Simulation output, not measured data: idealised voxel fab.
voxel gate over fins: a process module
Xsec cut, 210 nm wide, square cell size 5 nm.
In this document a cross-section is written as a grid of square cells. It is given as a series of bands, listed from the top down, and a band is one or more rows of cells.
Look at the band entry: it leads with the top's height and the bottom's height in nm. Then it lists the materials left to right, with a width in nm for each. The word "edge to edge" on a single material says that material fills the band edge to edge. The word "empty" is empty space.
Below 0: as-received wafer, all one material; heights counted from there. Lowest band: no bottom, goes on down, written "0..down".
The width entry "30 to 40" should be interpreted row by row: the top row of cells in the band takes the first number, the bottom row takes the second number, and the change between adjacent rows is uniform throughout.
Step note "no alteration" = no cross-section cell changed.
"Sealed cavities": empty spaces of 8 cells or more with no open way to the top, each given as width x height at distance, distance from the left edge, all in nm.
Where a step's line continues beyond its settings, the continuation is a remark by the simulator itself on that step.
overlay nm: for a step with a mask, the amount by which the mask lay right of where it was planned; a negative amount means left of it.

### The planned process steps are enumerated hereunder
1. RECEIVE (material Si)
2. CONFORMAL_DEP (material SiN; thk nm 10)
3. DIRECTIONAL_DEP (material aC; thk nm 10)
4. PATTERN (tone cover; mask id FINS; material resist; width nm 15; pitch nm 55; thk nm 30; overlay nm 0)
5. DIRECTIONAL_ETCH (etch materials aC; depth nm 10)
6. STRIP (etch materials resist)
7. DIRECTIONAL_ETCH (etch materials SiN; depth nm 10)
8. DIRECTIONAL_ETCH (etch materials Si; depth nm 35)
9. STRIP (etch materials aC)
10. FILL_DEP (material SiO2; thk nm 15)
11. CMP (height nm 10)
12. DIRECTIONAL_DEP (material aC; thk nm 10)
13. PATTERN (tone open; mask id RAIL; material resist; width nm 15; thk nm 25; overlay nm 0)
14. DIRECTIONAL_ETCH (etch materials aC; depth nm 10)
15. STRIP (etch materials resist)
16. DIRECTIONAL_ETCH (etch materials SiO2; depth nm 40)
17. STRIP (etch materials aC)
18. CONFORMAL_DEP (material TiN; thk nm 5)
19. FILL_DEP (material W; thk nm 10)
20. CMP (height nm 10)
21. SELECTIVE_ETCH (etch materials W Ru TiN; depth nm 30)
22. FILL_DEP (material SiO2; thk nm 5)
23. CMP (height nm 10)
24. SELECTIVE_ETCH (etch materials SiO2; depth nm 20)
25. STRIP (etch materials SiN)
26. CONFORMAL_DEP (material HfO2; thk nm 5)
27. CONFORMAL_DEP (material TiN; thk nm 5)
28. CONFORMAL_DEP (material TiAl; thk nm 5)
29. CONFORMAL_DEP (material TiN; thk nm 5)
30. FILL_DEP (material W; thk nm 15)
31. CMP (height nm 30)
32. CONFORMAL_DEP (material SiCN; thk nm 10)

### Below: the first of two wafers, run as planned

### Delivered wafer in cross-section: state after step 1
* 0..down  Si edge to edge
* Sealed cavities: none

### After step 2, in cross-section
* 10..0  SiN edge to edge
* Below 0 it's all the same as before, nothing changed down there.

### After step 3, in cross-section
* 20..10  aC edge to edge
* Below 10 it's all the same as before, nothing changed down there.

### After step 4, in cross-section
* 50..20  empty 40 nm, then resist 15 nm, then empty 40 nm, then resist 15 nm, then empty 40 nm, then resist 15 nm, then empty 45 nm
* Below 20 it's all the same as before, nothing changed down there.

### After step 5, in cross-section
* 40..20  empty 40 nm, then resist 15 nm, then empty 40 nm, then resist 15 nm, then empty 40 nm, then resist 15 nm, then empty 45 nm
* 20..10  empty 40 nm, then aC 15 nm, then empty 40 nm, then aC 15 nm, then empty 40 nm, then aC 15 nm, then empty 45 nm
* Below 10 it's all the same as before, nothing changed down there.

### After step 6, in cross-section
* 20..10  empty 40 nm, then aC 15 nm, then empty 40 nm, then aC 15 nm, then empty 40 nm, then aC 15 nm, then empty 45 nm
* Below 10 it's all the same as before, nothing changed down there.

### After step 7, in cross-section
* 20..10  empty 40 nm, then aC 15 nm, then empty 40 nm, then aC 15 nm, then empty 40 nm, then aC 15 nm, then empty 45 nm
* 10..0  empty 40 nm, then SiN 15 nm, then empty 40 nm, then SiN 15 nm, then empty 40 nm, then SiN 15 nm, then empty 45 nm
* Below 0 it's all the same as before, nothing changed down there.

### After step 8, in cross-section
* 20..10  empty 40 nm, then aC 15 nm, then empty 40 nm, then aC 15 nm, then empty 40 nm, then aC 15 nm, then empty 45 nm
* 10..0  empty 40 nm, then SiN 15 nm, then empty 40 nm, then SiN 15 nm, then empty 40 nm, then SiN 15 nm, then empty 45 nm
* 0..-35  empty 40 nm, then Si 15 nm, then empty 40 nm, then Si 15 nm, then empty 40 nm, then Si 15 nm, then empty 45 nm
* Below -35 it's all the same as before, nothing changed down there.

### After step 9, in cross-section
* 10..0  empty 40 nm, then SiN 15 nm, then empty 40 nm, then SiN 15 nm, then empty 40 nm, then SiN 15 nm, then empty 45 nm
* Below 0 it's all the same as before, nothing changed down there.

### After step 10, in cross-section
* 25..10  SiO2 edge to edge
* 10..0  SiO2 40 nm, then SiN 15 nm, then SiO2 40 nm, then SiN 15 nm, then SiO2 40 nm, then SiN 15 nm, then SiO2 45 nm
* 0..-35  SiO2 40 nm, then Si 15 nm, then SiO2 40 nm, then Si 15 nm, then SiO2 40 nm, then Si 15 nm, then SiO2 45 nm
* Below -35 it's all the same as before, nothing changed down there.

### After step 11, in cross-section
* 10..0  SiO2 40 nm, then SiN 15 nm, then SiO2 40 nm, then SiN 15 nm, then SiO2 40 nm, then SiN 15 nm, then SiO2 45 nm
* Below 0 it's all the same as before, nothing changed down there.

### After step 12, in cross-section
* 20..10  aC edge to edge
* Below 10 it's all the same as before, nothing changed down there.

### After step 13, in cross-section
* 45..20  resist 65 nm, then empty 15 nm, then resist 130 nm
* Below 20 it's all the same as before, nothing changed down there.

### After step 14, in cross-section
* 35..20  resist 65 nm, then empty 15 nm, then resist 130 nm
* 20..10  aC 65 nm, then empty 15 nm, then aC 130 nm
* Below 10 it's all the same as before, nothing changed down there.

### After step 15, in cross-section
* 20..10  aC 65 nm, then empty 15 nm, then aC 130 nm
* Below 10 it's all the same as before, nothing changed down there.

### After step 16, in cross-section
* 20..10  aC 65 nm, then empty 15 nm, then aC 130 nm
* 10..0  SiO2 40 nm, then SiN 15 nm, then SiO2 10 nm, then empty 15 nm, then SiO2 15 nm, then SiN 15 nm, then SiO2 40 nm, then SiN 15 nm, then SiO2 45 nm
* 0..-30  SiO2 40 nm, then Si 15 nm, then SiO2 10 nm, then empty 15 nm, then SiO2 15 nm, then Si 15 nm, then SiO2 40 nm, then Si 15 nm, then SiO2 45 nm
* Below -30 it's all the same as before, nothing changed down there.

### After step 17, in cross-section
* 10..0  SiO2 40 nm, then SiN 15 nm, then SiO2 10 nm, then empty 15 nm, then SiO2 15 nm, then SiN 15 nm, then SiO2 40 nm, then SiN 15 nm, then SiO2 45 nm
* Below 0 it's all the same as before, nothing changed down there.

### After step 18, in cross-section
* 15..10  TiN 70 nm, then empty 5 nm, then TiN 135 nm
* 10..0  SiO2 40 nm, then SiN 15 nm, then SiO2 10 nm, then TiN 5 nm, then empty 5 nm, then TiN 5 nm, then SiO2 15 nm, then SiN 15 nm, then SiO2 40 nm, then SiN 15 nm, then SiO2 45 nm
* 0..-25  SiO2 40 nm, then Si 15 nm, then SiO2 10 nm, then TiN 5 nm, then empty 5 nm, then TiN 5 nm, then SiO2 15 nm, then Si 15 nm, then SiO2 40 nm, then Si 15 nm, then SiO2 45 nm
* -25..-30  SiO2 40 nm, then Si 15 nm, then SiO2 10 nm, then TiN 15 nm, then SiO2 15 nm, then Si 15 nm, then SiO2 40 nm, then Si 15 nm, then SiO2 45 nm
* Below -30 it's all the same as before, nothing changed down there.

### After step 19, in cross-section
* 25..15  W edge to edge
* 15..10  TiN 70 nm, then W 5 nm, then TiN 135 nm
* 10..0  SiO2 40 nm, then SiN 15 nm, then SiO2 10 nm, then TiN 5 nm, then W 5 nm, then TiN 5 nm, then SiO2 15 nm, then SiN 15 nm, then SiO2 40 nm, then SiN 15 nm, then SiO2 45 nm
* 0..-25  SiO2 40 nm, then Si 15 nm, then SiO2 10 nm, then TiN 5 nm, then W 5 nm, then TiN 5 nm, then SiO2 15 nm, then Si 15 nm, then SiO2 40 nm, then Si 15 nm, then SiO2 45 nm
* Below -25 it's all the same as before, nothing changed down there.

### After step 20, in cross-section
* 10..0  SiO2 40 nm, then SiN 15 nm, then SiO2 10 nm, then TiN 5 nm, then W 5 nm, then TiN 5 nm, then SiO2 15 nm, then SiN 15 nm, then SiO2 40 nm, then SiN 15 nm, then SiO2 45 nm
* Below 0 it's all the same as before, nothing changed down there.

### After step 21, in cross-section
* 10..0  SiO2 40 nm, then SiN 15 nm, then SiO2 10 nm, then empty 15 nm, then SiO2 15 nm, then SiN 15 nm, then SiO2 40 nm, then SiN 15 nm, then SiO2 45 nm
* 0..-20  SiO2 40 nm, then Si 15 nm, then SiO2 10 nm, then empty 15 nm, then SiO2 15 nm, then Si 15 nm, then SiO2 40 nm, then Si 15 nm, then SiO2 45 nm
* Below -20 it's all the same as before, nothing changed down there.

### After step 22, in cross-section
* 15..10  SiO2 edge to edge
* 10..0  SiO2 40 nm, then SiN 15 nm, then SiO2 40 nm, then SiN 15 nm, then SiO2 40 nm, then SiN 15 nm, then SiO2 45 nm
* 0..-20  SiO2 40 nm, then Si 15 nm, then SiO2 40 nm, then Si 15 nm, then SiO2 40 nm, then Si 15 nm, then SiO2 45 nm
* Below -20 it's all the same as before, nothing changed down there.

### After step 23, in cross-section
* 10..0  SiO2 40 nm, then SiN 15 nm, then SiO2 40 nm, then SiN 15 nm, then SiO2 40 nm, then SiN 15 nm, then SiO2 45 nm
* Below 0 it's all the same as before, nothing changed down there.

### After step 24, in cross-section
* 10..0  empty 40 nm, then SiN 15 nm, then empty 40 nm, then SiN 15 nm, then empty 40 nm, then SiN 15 nm, then empty 45 nm
* 0..-10  empty 40 nm, then Si 15 nm, then empty 40 nm, then Si 15 nm, then empty 40 nm, then Si 15 nm, then empty 45 nm
* Below -10 it's all the same as before, nothing changed down there.

### After step 25, in cross-section
* 0..-10  empty 40 nm, then Si 15 nm, then empty 40 nm, then Si 15 nm, then empty 40 nm, then Si 15 nm, then empty 45 nm
* Below -10 it's all the same as before, nothing changed down there.

### After step 26, in cross-section
* 5..0  empty 35 nm, then HfO2 25 nm, then empty 30 nm, then HfO2 25 nm, then empty 30 nm, then HfO2 25 nm, then empty 40 nm
* 0..-5  empty 35 nm, then HfO2 5 nm, then Si 15 nm, then HfO2 5 nm, then empty 30 nm, then HfO2 5 nm, then Si 15 nm, then HfO2 5 nm, then empty 30 nm, then HfO2 5 nm, then Si 15 nm, then HfO2 5 nm, then empty 40 nm
* -5..-10  HfO2 40 nm, then Si 15 nm, then HfO2 40 nm, then Si 15 nm, then HfO2 40 nm, then Si 15 nm, then HfO2 45 nm
* Below -10 it's all the same as before, nothing changed down there.

### After step 27, in cross-section
* 10..5  empty 30 nm, then TiN 35 nm, then empty 20 nm, then TiN 35 nm, then empty 20 nm, then TiN 35 nm, then empty 35 nm
* 5..0  empty 30 nm, then TiN 5 nm, then HfO2 25 nm, then TiN 5 nm, then empty 20 nm, then TiN 5 nm, then HfO2 25 nm, then TiN 5 nm, then empty 20 nm, then TiN 5 nm, then HfO2 25 nm, then TiN 5 nm, then empty 35 nm
* 0..-5  TiN 35 nm, then HfO2 5 nm, then Si 15 nm, then HfO2 5 nm, then TiN 30 nm, then HfO2 5 nm, then Si 15 nm, then HfO2 5 nm, then TiN 30 nm, then HfO2 5 nm, then Si 15 nm, then HfO2 5 nm, then TiN 40 nm
* Below -5 it's all the same as before, nothing changed down there.

### After step 28, in cross-section
* 15..10  empty 25 nm, then TiAl 45 nm, then empty 10 nm, then TiAl 45 nm, then empty 10 nm, then TiAl 45 nm, then empty 30 nm
* 10..5  empty 25 nm, then TiAl 5 nm, then TiN 35 nm, then TiAl 5 nm, then empty 10 nm, then TiAl 5 nm, then TiN 35 nm, then TiAl 5 nm, then empty 10 nm, then TiAl 5 nm, then TiN 35 nm, then TiAl 5 nm, then empty 30 nm
* 5..0  TiAl 30 nm, then TiN 5 nm, then HfO2 25 nm, then TiN 5 nm, then TiAl 20 nm, then TiN 5 nm, then HfO2 25 nm, then TiN 5 nm, then TiAl 20 nm, then TiN 5 nm, then HfO2 25 nm, then TiN 5 nm, then TiAl 35 nm
* Below 0 it's all the same as before, nothing changed down there.

### After step 29, in cross-section
* 20..15  empty 20 nm, then TiN 165 nm, then empty 25 nm
* 15..10  empty 20 nm, then TiN 5 nm, then TiAl 45 nm, then TiN 10 nm, then TiAl 45 nm, then TiN 10 nm, then TiAl 45 nm, then TiN 5 nm, then empty 25 nm
* 10..5  TiN 25 nm, then TiAl 5 nm, then TiN 35 nm, then TiAl 5 nm, then TiN 10 nm, then TiAl 5 nm, then TiN 35 nm, then TiAl 5 nm, then TiN 10 nm, then TiAl 5 nm, then TiN 35 nm, then TiAl 5 nm, then TiN 30 nm
* Below 5 it's all the same as before, nothing changed down there.

### After step 30, in cross-section
* 35..20  W edge to edge
* 20..15  W 20 nm, then TiN 165 nm, then W 25 nm
* 15..10  W 20 nm, then TiN 5 nm, then TiAl 45 nm, then TiN 10 nm, then TiAl 45 nm, then TiN 10 nm, then TiAl 45 nm, then TiN 5 nm, then W 25 nm
* Below 10 it's all the same as before, nothing changed down there.

### After step 31, in cross-section
* 30..20  W edge to edge
* Below 20 it's all the same as before, nothing changed down there.

### After step 32, in cross-section
* 40..30  SiCN edge to edge
* Below 30 it's all the same as before, nothing changed down there.

### Second Wafer (Identical Start and Plan, One Processing Error; Matches First Wafer Through Step 7)

### At the planned end of step 8, the second wafer in cross-section
* 20..10  empty 40 nm, then aC 15 nm, then empty 40 nm, then aC 15 nm, then empty 40 nm, then aC 15 nm, then empty 45 nm
* 10..0  empty 40 nm, then SiN 15 nm, then empty 40 nm, then SiN 15 nm, then empty 40 nm, then SiN 15 nm, then empty 45 nm
* 0..-40  empty 40 nm, then Si 15 nm, then empty 40 nm, then Si 15 nm, then empty 40 nm, then Si 15 nm, then empty 45 nm
* Below -40 it's all the same as before, nothing changed down there.

### At the planned end of step 9, the second wafer in cross-section
* 10..0  empty 40 nm, then SiN 15 nm, then empty 40 nm, then SiN 15 nm, then empty 40 nm, then SiN 15 nm, then empty 45 nm
* Below 0 it's all the same as before, nothing changed down there.

### At the planned end of step 10, the second wafer in cross-section
* 25..10  SiO2 edge to edge
* 10..0  SiO2 40 nm, then SiN 15 nm, then SiO2 40 nm, then SiN 15 nm, then SiO2 40 nm, then SiN 15 nm, then SiO2 45 nm
* 0..-40  SiO2 40 nm, then Si 15 nm, then SiO2 40 nm, then Si 15 nm, then SiO2 40 nm, then Si 15 nm, then SiO2 45 nm
* Below -40 it's all the same as before, nothing changed down there.

### At the planned end of step 11, the second wafer in cross-section
* 10..0  SiO2 40 nm, then SiN 15 nm, then SiO2 40 nm, then SiN 15 nm, then SiO2 40 nm, then SiN 15 nm, then SiO2 45 nm
* Below 0 it's all the same as before, nothing changed down there.

### At the planned end of step 12, the second wafer in cross-section
* 20..10  aC edge to edge
* Below 10 it's all the same as before, nothing changed down there.

### At the planned end of step 13, the second wafer in cross-section
* 45..20  resist 65 nm, then empty 15 nm, then resist 130 nm
* Below 20 it's all the same as before, nothing changed down there.

### At the planned end of step 14, the second wafer in cross-section
* 35..20  resist 65 nm, then empty 15 nm, then resist 130 nm
* 20..10  aC 65 nm, then empty 15 nm, then aC 130 nm
* Below 10 it's all the same as before, nothing changed down there.

### At the planned end of step 15, the second wafer in cross-section
* 20..10  aC 65 nm, then empty 15 nm, then aC 130 nm
* Below 10 it's all the same as before, nothing changed down there.

### At the planned end of step 16, the second wafer in cross-section
* 20..10  aC 65 nm, then empty 15 nm, then aC 130 nm
* 10..0  SiO2 40 nm, then SiN 15 nm, then SiO2 10 nm, then empty 15 nm, then SiO2 15 nm, then SiN 15 nm, then SiO2 40 nm, then SiN 15 nm, then SiO2 45 nm
* 0..-30  SiO2 40 nm, then Si 15 nm, then SiO2 10 nm, then empty 15 nm, then SiO2 15 nm, then Si 15 nm, then SiO2 40 nm, then Si 15 nm, then SiO2 45 nm
* Below -30 it's all the same as before, nothing changed down there.

### At the planned end of step 17, the second wafer in cross-section
* 10..0  SiO2 40 nm, then SiN 15 nm, then SiO2 10 nm, then empty 15 nm, then SiO2 15 nm, then SiN 15 nm, then SiO2 40 nm, then SiN 15 nm, then SiO2 45 nm
* Below 0 it's all the same as before, nothing changed down there.

### At the planned end of step 18, the second wafer in cross-section
* 15..10  TiN 70 nm, then empty 5 nm, then TiN 135 nm
* 10..0  SiO2 40 nm, then SiN 15 nm, then SiO2 10 nm, then TiN 5 nm, then empty 5 nm, then TiN 5 nm, then SiO2 15 nm, then SiN 15 nm, then SiO2 40 nm, then SiN 15 nm, then SiO2 45 nm
* 0..-25  SiO2 40 nm, then Si 15 nm, then SiO2 10 nm, then TiN 5 nm, then empty 5 nm, then TiN 5 nm, then SiO2 15 nm, then Si 15 nm, then SiO2 40 nm, then Si 15 nm, then SiO2 45 nm
* -25..-30  SiO2 40 nm, then Si 15 nm, then SiO2 10 nm, then TiN 15 nm, then SiO2 15 nm, then Si 15 nm, then SiO2 40 nm, then Si 15 nm, then SiO2 45 nm
* Below -30 it's all the same as before, nothing changed down there.

### At the planned end of step 19, the second wafer in cross-section
* 25..15  W edge to edge
* 15..10  TiN 70 nm, then W 5 nm, then TiN 135 nm
* 10..0  SiO2 40 nm, then SiN 15 nm, then SiO2 10 nm, then TiN 5 nm, then W 5 nm, then TiN 5 nm, then SiO2 15 nm, then SiN 15 nm, then SiO2 40 nm, then SiN 15 nm, then SiO2 45 nm
* 0..-25  SiO2 40 nm, then Si 15 nm, then SiO2 10 nm, then TiN 5 nm, then W 5 nm, then TiN 5 nm, then SiO2 15 nm, then Si 15 nm, then SiO2 40 nm, then Si 15 nm, then SiO2 45 nm
* Below -25 it's all the same as before, nothing changed down there.

### At the planned end of step 20, the second wafer in cross-section
* 10..0  SiO2 40 nm, then SiN 15 nm, then SiO2 10 nm, then TiN 5 nm, then W 5 nm, then TiN 5 nm, then SiO2 15 nm, then SiN 15 nm, then SiO2 40 nm, then SiN 15 nm, then SiO2 45 nm
* Below 0 it's all the same as before, nothing changed down there.

### At the planned end of step 21, the second wafer in cross-section
* 10..0  SiO2 40 nm, then SiN 15 nm, then SiO2 10 nm, then empty 15 nm, then SiO2 15 nm, then SiN 15 nm, then SiO2 40 nm, then SiN 15 nm, then SiO2 45 nm
* 0..-20  SiO2 40 nm, then Si 15 nm, then SiO2 10 nm, then empty 15 nm, then SiO2 15 nm, then Si 15 nm, then SiO2 40 nm, then Si 15 nm, then SiO2 45 nm
* Below -20 it's all the same as before, nothing changed down there.

### At the planned end of step 22, the second wafer in cross-section
* 15..10  SiO2 edge to edge
* 10..0  SiO2 40 nm, then SiN 15 nm, then SiO2 40 nm, then SiN 15 nm, then SiO2 40 nm, then SiN 15 nm, then SiO2 45 nm
* 0..-20  SiO2 40 nm, then Si 15 nm, then SiO2 40 nm, then Si 15 nm, then SiO2 40 nm, then Si 15 nm, then SiO2 45 nm
* Below -20 it's all the same as before, nothing changed down there.

### At the planned end of step 23, the second wafer in cross-section
* 10..0  SiO2 40 nm, then SiN 15 nm, then SiO2 40 nm, then SiN 15 nm, then SiO2 40 nm, then SiN 15 nm, then SiO2 45 nm
* Below 0 it's all the same as before, nothing changed down there.

### At the planned end of step 24, the second wafer in cross-section
* 10..0  empty 40 nm, then SiN 15 nm, then empty 40 nm, then SiN 15 nm, then empty 40 nm, then SiN 15 nm, then empty 45 nm
* 0..-10  empty 40 nm, then Si 15 nm, then empty 40 nm, then Si 15 nm, then empty 40 nm, then Si 15 nm, then empty 45 nm
* Below -10 it's all the same as before, nothing changed down there.

### At the planned end of step 25, the second wafer in cross-section
* 0..-10  empty 40 nm, then Si 15 nm, then empty 40 nm, then Si 15 nm, then empty 40 nm, then Si 15 nm, then empty 45 nm
* Below -10 it's all the same as before, nothing changed down there.

### At the planned end of step 26, the second wafer in cross-section
* 5..0  empty 35 nm, then HfO2 25 nm, then empty 30 nm, then HfO2 25 nm, then empty 30 nm, then HfO2 25 nm, then empty 40 nm
* 0..-5  empty 35 nm, then HfO2 5 nm, then Si 15 nm, then HfO2 5 nm, then empty 30 nm, then HfO2 5 nm, then Si 15 nm, then HfO2 5 nm, then empty 30 nm, then HfO2 5 nm, then Si 15 nm, then HfO2 5 nm, then empty 40 nm
* -5..-10  HfO2 40 nm, then Si 15 nm, then HfO2 40 nm, then Si 15 nm, then HfO2 40 nm, then Si 15 nm, then HfO2 45 nm
* Below -10 it's all the same as before, nothing changed down there.

### At the planned end of step 27, the second wafer in cross-section
* 10..5  empty 30 nm, then TiN 35 nm, then empty 20 nm, then TiN 35 nm, then empty 20 nm, then TiN 35 nm, then empty 35 nm
* 5..0  empty 30 nm, then TiN 5 nm, then HfO2 25 nm, then TiN 5 nm, then empty 20 nm, then TiN 5 nm, then HfO2 25 nm, then TiN 5 nm, then empty 20 nm, then TiN 5 nm, then HfO2 25 nm, then TiN 5 nm, then empty 35 nm
* 0..-5  TiN 35 nm, then HfO2 5 nm, then Si 15 nm, then HfO2 5 nm, then TiN 30 nm, then HfO2 5 nm, then Si 15 nm, then HfO2 5 nm, then TiN 30 nm, then HfO2 5 nm, then Si 15 nm, then HfO2 5 nm, then TiN 40 nm
* Below -5 it's all the same as before, nothing changed down there.

### At the planned end of step 28, the second wafer in cross-section
* 15..10  empty 25 nm, then TiAl 45 nm, then empty 10 nm, then TiAl 45 nm, then empty 10 nm, then TiAl 45 nm, then empty 30 nm
* 10..5  empty 25 nm, then TiAl 5 nm, then TiN 35 nm, then TiAl 5 nm, then empty 10 nm, then TiAl 5 nm, then TiN 35 nm, then TiAl 5 nm, then empty 10 nm, then TiAl 5 nm, then TiN 35 nm, then TiAl 5 nm, then empty 30 nm
* 5..0  TiAl 30 nm, then TiN 5 nm, then HfO2 25 nm, then TiN 5 nm, then TiAl 20 nm, then TiN 5 nm, then HfO2 25 nm, then TiN 5 nm, then TiAl 20 nm, then TiN 5 nm, then HfO2 25 nm, then TiN 5 nm, then TiAl 35 nm
* Below 0 it's all the same as before, nothing changed down there.

### At the planned end of step 29, the second wafer in cross-section
* 20..15  empty 20 nm, then TiN 165 nm, then empty 25 nm
* 15..10  empty 20 nm, then TiN 5 nm, then TiAl 45 nm, then TiN 10 nm, then TiAl 45 nm, then TiN 10 nm, then TiAl 45 nm, then TiN 5 nm, then empty 25 nm
* 10..5  TiN 25 nm, then TiAl 5 nm, then TiN 35 nm, then TiAl 5 nm, then TiN 10 nm, then TiAl 5 nm, then TiN 35 nm, then TiAl 5 nm, then TiN 10 nm, then TiAl 5 nm, then TiN 35 nm, then TiAl 5 nm, then TiN 30 nm
* Below 5 it's all the same as before, nothing changed down there.

### At the planned end of step 30, the second wafer in cross-section
* 35..20  W edge to edge
* 20..15  W 20 nm, then TiN 165 nm, then W 25 nm
* 15..10  W 20 nm, then TiN 5 nm, then TiAl 45 nm, then TiN 10 nm, then TiAl 45 nm, then TiN 10 nm, then TiAl 45 nm, then TiN 5 nm, then W 25 nm
* Below 10 it's all the same as before, nothing changed down there.

### At the planned end of step 31, the second wafer in cross-section
* 30..20  W edge to edge
* Below 20 it's all the same as before, nothing changed down there.

### At the planned end of step 32, the second wafer in cross-section
* 40..30  SiCN edge to edge
* Below 30 it's all the same as before, nothing changed down there.
What was done differently from what was planned? step 8, actual vs plan mismatch, actual run DIRECTIONAL_ETCH (etch materials Si; depth nm 40)
Final tally in cells, some materials are higher or lower on the second wafer than on the first: Si: 33 fewer; SiO2: 33 more
